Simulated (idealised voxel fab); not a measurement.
voxel wiring stack: a process module
Section shown: cut. Width: 225 nm. Cell size: 5 nm, square.
Heads up, the way a cross-section reads in here is a grid of square cells, handed over as bands from the top down, with every band being one or more rows of cells. This entry defines a band. It first specifies the height of the band's top and the height of its bottom in nm, and then specifies the band's materials from left to right, stating each material with its width in nm. The word "all across" identifies a single material that fills the band from edge to edge, while the word "air" identifies empty space. The level at which height equals 0 is the one under which the wafer, as it arrives, is entirely one material. No lower edge exists for the bottom band, which continues downward and is notated as in "from 0 down". Top row gets the first number, bottom row gets the second, and each row in between changes by the same step: that is how a band width like "30 to 40" works. "nothing got changed" (step): cross-section cells unchanged, all of them. Basically, "Completely sealed voids" tells you about the enclosed voids: empty spaces with no open way to the top, 8 cells or bigger, each written width x height at distance, where distance is from the left edge, all in nm. The remark found on a step's line after its settings is issued by the simulator itself and pertains to that step. Among the settings permitted on a step's line is "overlay nm"; applied to a step with a mask, it specifies the extent to which the mask lay to the right of its planned position, whereas a negative figure signifies a position to the left.
The following list gives the planned process steps:
1 RECEIVE (material Si)
2 CONFORMAL_DEP (material SiO2; thk nm 10)
3 CONFORMAL_DEP (material SiN; thk nm 5)
4 DIRECTIONAL_DEP (material lowk; thk nm 15)
5 MASKED_ETCH (tone open; mask id METAL_1; width nm 20; pitch nm 35; etch materials lowk; depth nm 15; overlay nm 0)
6 MASKED_ETCH (tone open; mask id METAL_1; width nm 20; pitch nm 35; etch materials SiN; depth nm 5; overlay nm 0)
7 CONFORMAL_DEP (material TiN; thk nm 5)
8 FILL_DEP (material Ru; thk nm 5)
9 CMP (height nm 30)
10 CONFORMAL_DEP (material SiCN; thk nm 5)
11 DIRECTIONAL_DEP (material SiO2; thk nm 20)
12 MASKED_ETCH (tone open; mask id PLUG_1; width nm 15; pitch nm 35; etch materials SiO2; depth nm 20; overlay nm 0)
13 MASKED_ETCH (tone open; mask id PLUG_1; width nm 15; pitch nm 35; etch materials SiCN; depth nm 5; overlay nm 0)
14 CONFORMAL_DEP (material TiN; thk nm 5)
15 FILL_DEP (material Ru; thk nm 10)
16 CMP (height nm 55)
17 CONFORMAL_DEP (material SiCN; thk nm 5)
18 DIRECTIONAL_DEP (material lowk; thk nm 20)
19 PATTERN (tone open; mask id METAL_2; material resist; width nm 20; pitch nm 35; thk nm 20; overlay nm 0)
20 DIRECTIONAL_ETCH (etch materials lowk; depth nm 20)
21 DIRECTIONAL_ETCH (etch materials SiCN; depth nm 5)
22 STRIP (etch materials resist)
23 CONFORMAL_DEP (material TiN; thk nm 5)
24 FILL_DEP (material W; thk nm 5)
25 CMP (height nm 80)
26 CONFORMAL_DEP (material SiCN; thk nm 5)
27 DIRECTIONAL_DEP (material SiO2; thk nm 15)
28 PATTERN (tone open; mask id PLUG_2; material resist; width nm 15; pitch nm 35; thk nm 20; overlay nm 0)
29 DIRECTIONAL_ETCH (etch materials SiO2; depth nm 15)
30 DIRECTIONAL_ETCH (etch materials SiCN; depth nm 5)
31 STRIP (etch materials resist)
32 EPI (material Ru; thk nm 10)
33 EPI (material Ru; thk nm 10)
34 DIRECTIONAL_DEP (material TiN; thk nm 5)
35 DIRECTIONAL_DEP (material Ru; thk nm 25)
36 MASKED_ETCH (tone cover; mask id METAL_3; width nm 20; pitch nm 35; etch materials Ru; depth nm 25; overlay nm 0)
37 MASKED_ETCH (tone cover; mask id METAL_3; width nm 20; pitch nm 35; etch materials TiN; depth nm 5; overlay nm 0)
38 CONFORMAL_DEP (material SiCN; thk nm 5)
39 FILL_DEP (material lowk; thk nm 5)
40 CMP (height nm 130)
41 CONFORMAL_DEP (material SiCN; thk nm 5)
First wafer of two (run as planned):
Cross-sectional view of the wafer in its as-received condition, corresponding to the state after step 1:
	from 0 down | Si all across
	Completely sealed voids: none
After step 2:
	from 10 to 0 | SiO2 all across
	Whatever lies below 0 is exactly as it was before.
After step 3:
	from 15 to 10 | SiN all across
	Whatever lies below 10 is exactly as it was before.
After step 4:
	from 30 to 15 | lowk all across
	Whatever lies below 15 is exactly as it was before.
After step 5:
	from 30 to 15 | 65 of lowk, 20 of air, 15 of lowk, 20 of air, 15 of lowk, 20 of air, 70 of lowk
	Whatever lies below 15 is exactly as it was before.
After step 6:
	from 30 to 15 | 65 of lowk, 20 of air, 15 of lowk, 20 of air, 15 of lowk, 20 of air, 70 of lowk
	from 15 to 10 | 65 of SiN, 20 of air, 15 of SiN, 20 of air, 15 of SiN, 20 of air, 70 of SiN
	Whatever lies below 10 is exactly as it was before.
After step 7:
	from 35 to 30 | 70 of TiN, 10 of air, 25 of TiN, 10 of air, 25 of TiN, 10 of air, 75 of TiN
	from 30 to 15 | 65 of lowk, 5 of TiN, 10 of air, 5 of TiN, 15 of lowk, 5 of TiN, 10 of air, 5 of TiN, 15 of lowk, 5 of TiN, 10 of air, 5 of TiN, 70 of lowk
	from 15 to 10 | 65 of SiN, 20 of TiN, 15 of SiN, 20 of TiN, 15 of SiN, 20 of TiN, 70 of SiN
	Whatever lies below 10 is exactly as it was before.
After step 8:
	from 40 to 35 | Ru all across
	from 35 to 30 | 70 of TiN, 10 of Ru, 25 of TiN, 10 of Ru, 25 of TiN, 10 of Ru, 75 of TiN
	from 30 to 15 | 65 of lowk, 5 of TiN, 10 of Ru, 5 of TiN, 15 of lowk, 5 of TiN, 10 of Ru, 5 of TiN, 15 of lowk, 5 of TiN, 10 of Ru, 5 of TiN, 70 of lowk
	Whatever lies below 15 is exactly as it was before.
After step 9:
	from 30 to 15 | 65 of lowk, 5 of TiN, 10 of Ru, 5 of TiN, 15 of lowk, 5 of TiN, 10 of Ru, 5 of TiN, 15 of lowk, 5 of TiN, 10 of Ru, 5 of TiN, 70 of lowk
	Whatever lies below 15 is exactly as it was before.
After step 10:
	from 35 to 30 | SiCN all across
	Whatever lies below 30 is exactly as it was before.
After step 11:
	from 55 to 35 | SiO2 all across
	Whatever lies below 35 is exactly as it was before.
After step 12:
	from 55 to 35 | 65 of SiO2, 15 of air, 20 of SiO2, 15 of air, 20 of SiO2, 15 of air, 75 of SiO2
	Whatever lies below 35 is exactly as it was before.
After step 13:
	from 55 to 35 | 65 of SiO2, 15 of air, 20 of SiO2, 15 of air, 20 of SiO2, 15 of air, 75 of SiO2
	from 35 to 30 | 65 of SiCN, 15 of air, 20 of SiCN, 15 of air, 20 of SiCN, 15 of air, 75 of SiCN
	Whatever lies below 30 is exactly as it was before.
After step 14:
	from 60 to 55 | 70 of TiN, 5 of air, 30 of TiN, 5 of air, 30 of TiN, 5 of air, 80 of TiN
	from 55 to 35 | 65 of SiO2, 5 of TiN, 5 of air, 5 of TiN, 20 of SiO2, 5 of TiN, 5 of air, 5 of TiN, 20 of SiO2, 5 of TiN, 5 of air, 5 of TiN, 75 of SiO2
	from 35 to 30 | 65 of SiCN, 15 of TiN, 20 of SiCN, 15 of TiN, 20 of SiCN, 15 of TiN, 75 of SiCN
	Whatever lies below 30 is exactly as it was before.
After step 15:
	from 70 to 60 | Ru all across
	from 60 to 55 | 70 of TiN, 5 of Ru, 30 of TiN, 5 of Ru, 30 of TiN, 5 of Ru, 80 of TiN
	from 55 to 35 | 65 of SiO2, 5 of TiN, 5 of Ru, 5 of TiN, 20 of SiO2, 5 of TiN, 5 of Ru, 5 of TiN, 20 of SiO2, 5 of TiN, 5 of Ru, 5 of TiN, 75 of SiO2
	Whatever lies below 35 is exactly as it was before.
After step 16:
	from 55 to 35 | 65 of SiO2, 5 of TiN, 5 of Ru, 5 of TiN, 20 of SiO2, 5 of TiN, 5 of Ru, 5 of TiN, 20 of SiO2, 5 of TiN, 5 of Ru, 5 of TiN, 75 of SiO2
	Whatever lies below 35 is exactly as it was before.
After step 17:
	from 60 to 55 | SiCN all across
	Whatever lies below 55 is exactly as it was before.
After step 18:
	from 80 to 60 | lowk all across
	Whatever lies below 60 is exactly as it was before.
After step 19:
	from 100 to 80 | 65 of resist, 20 of air, 15 of resist, 20 of air, 15 of resist, 20 of air, 70 of resist
	Whatever lies below 80 is exactly as it was before.
After step 20:
	from 100 to 80 | 65 of resist, 20 of air, 15 of resist, 20 of air, 15 of resist, 20 of air, 70 of resist
	from 80 to 60 | 65 of lowk, 20 of air, 15 of lowk, 20 of air, 15 of lowk, 20 of air, 70 of lowk
	Whatever lies below 60 is exactly as it was before.
After step 21:
	from 100 to 80 | 65 of resist, 20 of air, 15 of resist, 20 of air, 15 of resist, 20 of air, 70 of resist
	from 80 to 60 | 65 of lowk, 20 of air, 15 of lowk, 20 of air, 15 of lowk, 20 of air, 70 of lowk
	from 60 to 55 | 65 of SiCN, 20 of air, 15 of SiCN, 20 of air, 15 of SiCN, 20 of air, 70 of SiCN
	Whatever lies below 55 is exactly as it was before.
After step 22:
	from 80 to 60 | 65 of lowk, 20 of air, 15 of lowk, 20 of air, 15 of lowk, 20 of air, 70 of lowk
	Whatever lies below 60 is exactly as it was before.
After step 23:
	from 85 to 80 | 70 of TiN, 10 of air, 25 of TiN, 10 of air, 25 of TiN, 10 of air, 75 of TiN
	from 80 to 60 | 65 of lowk, 5 of TiN, 10 of air, 5 of TiN, 15 of lowk, 5 of TiN, 10 of air, 5 of TiN, 15 of lowk, 5 of TiN, 10 of air, 5 of TiN, 70 of lowk
	from 60 to 55 | 65 of SiCN, 20 of TiN, 15 of SiCN, 20 of TiN, 15 of SiCN, 20 of TiN, 70 of SiCN
	Whatever lies below 55 is exactly as it was before.
After step 24:
	from 90 to 85 | W all across
	from 85 to 80 | 70 of TiN, 10 of W, 25 of TiN, 10 of W, 25 of TiN, 10 of W, 75 of TiN
	from 80 to 60 | 65 of lowk, 5 of TiN, 10 of W, 5 of TiN, 15 of lowk, 5 of TiN, 10 of W, 5 of TiN, 15 of lowk, 5 of TiN, 10 of W, 5 of TiN, 70 of lowk
	Whatever lies below 60 is exactly as it was before.
After step 25:
	from 80 to 60 | 65 of lowk, 5 of TiN, 10 of W, 5 of TiN, 15 of lowk, 5 of TiN, 10 of W, 5 of TiN, 15 of lowk, 5 of TiN, 10 of W, 5 of TiN, 70 of lowk
	Whatever lies below 60 is exactly as it was before.
After step 26:
	from 85 to 80 | SiCN all across
	Whatever lies below 80 is exactly as it was before.
After step 27:
	from 100 to 85 | SiO2 all across
	Whatever lies below 85 is exactly as it was before.
After step 28:
	from 120 to 100 | 65 of resist, 15 of air, 20 of resist, 15 of air, 20 of resist, 15 of air, 75 of resist
	Whatever lies below 100 is exactly as it was before.
After step 29:
	from 120 to 100 | 65 of resist, 15 of air, 20 of resist, 15 of air, 20 of resist, 15 of air, 75 of resist
	from 100 to 85 | 65 of SiO2, 15 of air, 20 of SiO2, 15 of air, 20 of SiO2, 15 of air, 75 of SiO2
	Whatever lies below 85 is exactly as it was before.
After step 30:
	from 120 to 100 | 65 of resist, 15 of air, 20 of resist, 15 of air, 20 of resist, 15 of air, 75 of resist
	from 100 to 85 | 65 of SiO2, 15 of air, 20 of SiO2, 15 of air, 20 of SiO2, 15 of air, 75 of SiO2
	from 85 to 80 | 65 of SiCN, 15 of air, 20 of SiCN, 15 of air, 20 of SiCN, 15 of air, 75 of SiCN
	Whatever lies below 80 is exactly as it was before.
After step 31:
	from 100 to 85 | 65 of SiO2, 15 of air, 20 of SiO2, 15 of air, 20 of SiO2, 15 of air, 75 of SiO2
	Whatever lies below 85 is exactly as it was before.
After step 32:
	from 100 to 90 | 65 of SiO2, 15 of air, 20 of SiO2, 15 of air, 20 of SiO2, 15 of air, 75 of SiO2
	from 90 to 85 | 65 of SiO2, 15 of Ru, 20 of SiO2, 15 of Ru, 20 of SiO2, 15 of Ru, 75 of SiO2
	from 85 to 80 | 65 of SiCN, 15 of Ru, 20 of SiCN, 15 of Ru, 20 of SiCN, 15 of Ru, 75 of SiCN
	Whatever lies below 80 is exactly as it was before.
After step 33:
	from 100 to 85 | 65 of SiO2, 15 of Ru, 20 of SiO2, 15 of Ru, 20 of SiO2, 15 of Ru, 75 of SiO2
	Whatever lies below 85 is exactly as it was before.
After step 34:
	from 105 to 100 | TiN all across
	Whatever lies below 100 is exactly as it was before.
After step 35:
	from 130 to 105 | Ru all across
	Whatever lies below 105 is exactly as it was before.
After step 36:
	from 130 to 105 | 65 of air, 20 of Ru, 15 of air, 20 of Ru, 15 of air, 20 of Ru, 70 of air
	Whatever lies below 105 is exactly as it was before.
After step 37:
	from 130 to 105 | 65 of air, 20 of Ru, 15 of air, 20 of Ru, 15 of air, 20 of Ru, 70 of air
	from 105 to 100 | 65 of air, 20 of TiN, 15 of air, 20 of TiN, 15 of air, 20 of TiN, 70 of air
	Whatever lies below 100 is exactly as it was before.
After step 38:
	from 135 to 130 | 60 of air, 30 of SiCN, 5 of air, 30 of SiCN, 5 of air, 30 of SiCN, 65 of air
	from 130 to 105 | 60 of air, 5 of SiCN, 20 of Ru, 5 of SiCN, 5 of air, 5 of SiCN, 20 of Ru, 5 of SiCN, 5 of air, 5 of SiCN, 20 of Ru, 5 of SiCN, 65 of air
	from 105 to 100 | 65 of SiCN, 20 of TiN, 15 of SiCN, 20 of TiN, 15 of SiCN, 20 of TiN, 70 of SiCN
	Whatever lies below 100 is exactly as it was before.
After step 39:
	from 140 to 135 | lowk all across
	from 135 to 130 | 60 of lowk, 30 of SiCN, 5 of lowk, 30 of SiCN, 5 of lowk, 30 of SiCN, 65 of lowk
	from 130 to 105 | 60 of lowk, 5 of SiCN, 20 of Ru, 5 of SiCN, 5 of lowk, 5 of SiCN, 20 of Ru, 5 of SiCN, 5 of lowk, 5 of SiCN, 20 of Ru, 5 of SiCN, 65 of lowk
	Whatever lies below 105 is exactly as it was before.
After step 40:
	from 130 to 105 | 60 of lowk, 5 of SiCN, 20 of Ru, 5 of SiCN, 5 of lowk, 5 of SiCN, 20 of Ru, 5 of SiCN, 5 of lowk, 5 of SiCN, 20 of Ru, 5 of SiCN, 65 of lowk
	Whatever lies below 105 is exactly as it was before.
After step 41:
	from 135 to 130 | SiCN all across
	Whatever lies below 130 is exactly as it was before.
The remaining wafer, second of the two, started like the first and was run to the same plan, except that one mistake was made along the way; the two coincide through step 36, inclusive:
What the second wafer looks like in cross-section when step 37 should have wrapped up:
	from 130 to 105 | 65 of air, 20 of Ru, 15 of air, 20 of Ru, 15 of air, 20 of Ru, 70 of air
	from 105 to 100 | 65 of air, 30 of TiN, 5 of air, 30 of TiN, 5 of air, 30 of TiN, 60 of air
	Whatever lies below 100 is exactly as it was before.
What the second wafer looks like in cross-section when step 38 should have wrapped up:
	from 135 to 130 | 60 of air, 30 of SiCN, 5 of air, 30 of SiCN, 5 of air, 30 of SiCN, 65 of air
	from 130 to 110 | 60 of air, 5 of SiCN, 20 of Ru, 5 of SiCN, 5 of air, 5 of SiCN, 20 of Ru, 5 of SiCN, 5 of air, 5 of SiCN, 20 of Ru, 5 of SiCN, 65 of air
	from 110 to 105 | 60 of air, 5 of SiCN, 20 of Ru, 15 of SiCN, 20 of Ru, 15 of SiCN, 20 of Ru, 15 of SiCN, 55 of air
	from 105 to 100 | 65 of SiCN, 30 of TiN, 5 of SiCN, 30 of TiN, 5 of SiCN, 30 of TiN, 60 of SiCN
	Whatever lies below 100 is exactly as it was before.
What the second wafer looks like in cross-section when step 39 should have wrapped up:
	from 140 to 135 | lowk all across
	from 135 to 130 | 60 of lowk, 30 of SiCN, 5 of lowk, 30 of SiCN, 5 of lowk, 30 of SiCN, 65 of lowk
	from 130 to 110 | 60 of lowk, 5 of SiCN, 20 of Ru, 5 of SiCN, 5 of lowk, 5 of SiCN, 20 of Ru, 5 of SiCN, 5 of lowk, 5 of SiCN, 20 of Ru, 5 of SiCN, 65 of lowk
	from 110 to 105 | 60 of lowk, 5 of SiCN, 20 of Ru, 15 of SiCN, 20 of Ru, 15 of SiCN, 20 of Ru, 15 of SiCN, 55 of lowk
	Whatever lies below 105 is exactly as it was before.
What the second wafer looks like in cross-section when step 40 should have wrapped up:
	from 130 to 110 | 60 of lowk, 5 of SiCN, 20 of Ru, 5 of SiCN, 5 of lowk, 5 of SiCN, 20 of Ru, 5 of SiCN, 5 of lowk, 5 of SiCN, 20 of Ru, 5 of SiCN, 65 of lowk
	Whatever lies below 110 is exactly as it was before.
What the second wafer looks like in cross-section when step 41 should have wrapped up:
	from 135 to 130 | SiCN all across
	Whatever lies below 130 is exactly as it was before.
Against the plan, the run slipped here: off-plan run, step 37, actual operation and settings MASKED_ETCH (tone cover; mask id METAL_3; width nm 20; pitch nm 35; etch materials TiN; depth nm 5; overlay nm 10)
The second wafer ends with more or fewer cells of some materials than the first, per final count: 2 fewer of SiCN; 6 more of TiN; 4 fewer of lowk
